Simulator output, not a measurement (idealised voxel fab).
The following process module bears the name voxel self aligned contacts.
We display cut, a cross-section 235 nm in width whose square cells are each 5 nm.
In this document a cross-section is written as a grid of square cells. It is given as a series of bands, listed from the top down, and a band is one or more rows of cells. What a band's entry tells you: where the top is and where the bottom is, as heights in nm, and after that what lies inside, material by material from left to right, each with its width in nm. Empty space is written as the word "empty", and a single material marked with the word "full width" occupies the band from edge to edge. The reference from which all heights are counted is 0, the level beneath which the as-received wafer is entirely one material; the lowest band, having no lower bound, proceeds downward and is written after the example "from 0 down". A width given as "30 to 40" starts at the first number in the band's top row and ends at the second number in its bottom row, shifting by an equal amount at every step from row to row. It should be understood that the words "everything unchanged", when stated for a given step, signify that the cross-section underwent no change in any of its cells during that step. "Cavities, sealed" means: voids of 8 cells or more that are shut off from the top with no open way through. Written width x height at distance, distance from the left edge, in nm. Anything after a step's settings on that line? It's the simulator's own note about the step. overlay nm: for a step with a mask, the amount by which the mask lay right of where it was planned; a negative amount means left of it.
## The process steps that were planned are listed below
step 1: RECEIVE | material Si
step 2: OXIDIZE | depth nm 5
step 3: DIRECTIONAL_DEP | material polySi | thk nm 20
step 4: DIRECTIONAL_DEP | material SiN | thk nm 15
step 5: DIRECTIONAL_DEP | material aC | thk nm 15
step 6: PATTERN | tone cover | mask id GATE | material resist | width nm 35 | pitch nm 60 | thk nm 30 | overlay nm 0
step 7: DIRECTIONAL_ETCH | etch materials aC | depth nm 15
step 8: STRIP | etch materials resist
step 9: DIRECTIONAL_ETCH | etch materials SiN | depth nm 15
step 10: DIRECTIONAL_ETCH | etch materials polySi | depth nm 20
step 11: STRIP | etch materials aC
step 12: CONFORMAL_DEP | material SiN | thk nm 5
step 13: DIRECTIONAL_ETCH | etch materials SiN | depth nm 5
step 14: FILL_DEP | material SiO2 | thk nm 10
step 15: CMP | height nm 40
step 16: DIRECTIONAL_DEP | material aC | thk nm 10
step 17: PATTERN | tone open | mask id CONTACT | material resist | width nm 35 | thk nm 30 | overlay nm -15
step 18: DIRECTIONAL_ETCH | etch materials aC | depth nm 10
step 19: STRIP | etch materials resist
step 20: DIRECTIONAL_ETCH | etch materials SiO2 | depth nm 45
step 21: STRIP | etch materials aC
step 22: CONFORMAL_DEP | material TiN | thk nm 5
step 23: FILL_DEP | material Ru | thk nm 10
step 24: CMP | height nm 40
step 25: CONFORMAL_DEP | material SiN | thk nm 5
Heads up: all these wafers start the same, and what changes between them is the overlay nm in step 17. The value you see in the plan is just what the first wafer got.
## The first of several wafers as received, shown in cross-section; this is its state after step 1
  from 0 down | Si full width
  Cavities, sealed: none
## Quick look at the cross-section of the first of several wafers after step 25, which wraps up the module
  from 45 to 40 | SiN full width
  from 40 to 35 | SiO2: 85, TiN: 35, SiO2: 115
  from 35 to 20 | SiO2: 65, SiN: 45, TiN: 10, SiO2: 5, SiN: 45, SiO2: 65
  from 20 to 0 | SiO2: 65, SiN: 5, polySi: 35, SiN: 5, TiN: 10, SiO2: 5, SiN: 5, polySi: 35, SiN: 5, SiO2: 65
  from 0 to -5 | SiO2: 110, TiN: 10, SiO2: 115
  from -5 down | Si full width
  Cavities, sealed: none
## Final wafer cross-section at module end
  from 45 to 40 | SiN full width
  from 40 to 35 | SiO2: 115, TiN: 35, SiO2: 85
  from 35 to 20 | SiO2: 65, SiN: 45, SiO2: 5, TiN: 10, SiN: 45, SiO2: 65
  from 20 to 0 | SiO2: 65, SiN: 5, polySi: 35, SiN: 5, SiO2: 5, TiN: 10, SiN: 5, polySi: 35, SiN: 5, SiO2: 65
  from 0 to -5 | SiO2: 115, TiN: 10, SiO2: 110
  from -5 down | Si full width
  Cavities, sealed: none
## End of module, by wafer: material-by-material cell gain (+) or loss (-) since receipt, then closed voids
overlay nm -15, -47 Si, +117 SiN, +274 SiO2, +23 TiN, +56 polySi, Cavities, sealed: none
overlay nm -10, +8 Ru, -47 Si, +117 SiN, +266 SiO2, +23 TiN, +56 polySi, Cavities, sealed: none
overlay nm -5, +8 Ru, -47 Si, +117 SiN, +266 SiO2, +23 TiN, +56 polySi, Cavities, sealed: none
overlay nm 0, +8 Ru, -47 Si, +117 SiN, +266 SiO2, +23 TiN, +56 polySi, Cavities, sealed: none
overlay nm 5, +8 Ru, -47 Si, +117 SiN, +266 SiO2, +23 TiN, +56 polySi, Cavities, sealed: none
overlay nm 10, +8 Ru, -47 Si, +117 SiN, +266 SiO2, +23 TiN, +56 polySi, Cavities, sealed: none
overlay nm 15, -47 Si, +117 SiN, +274 SiO2, +23 TiN, +56 polySi, Cavities, sealed: none
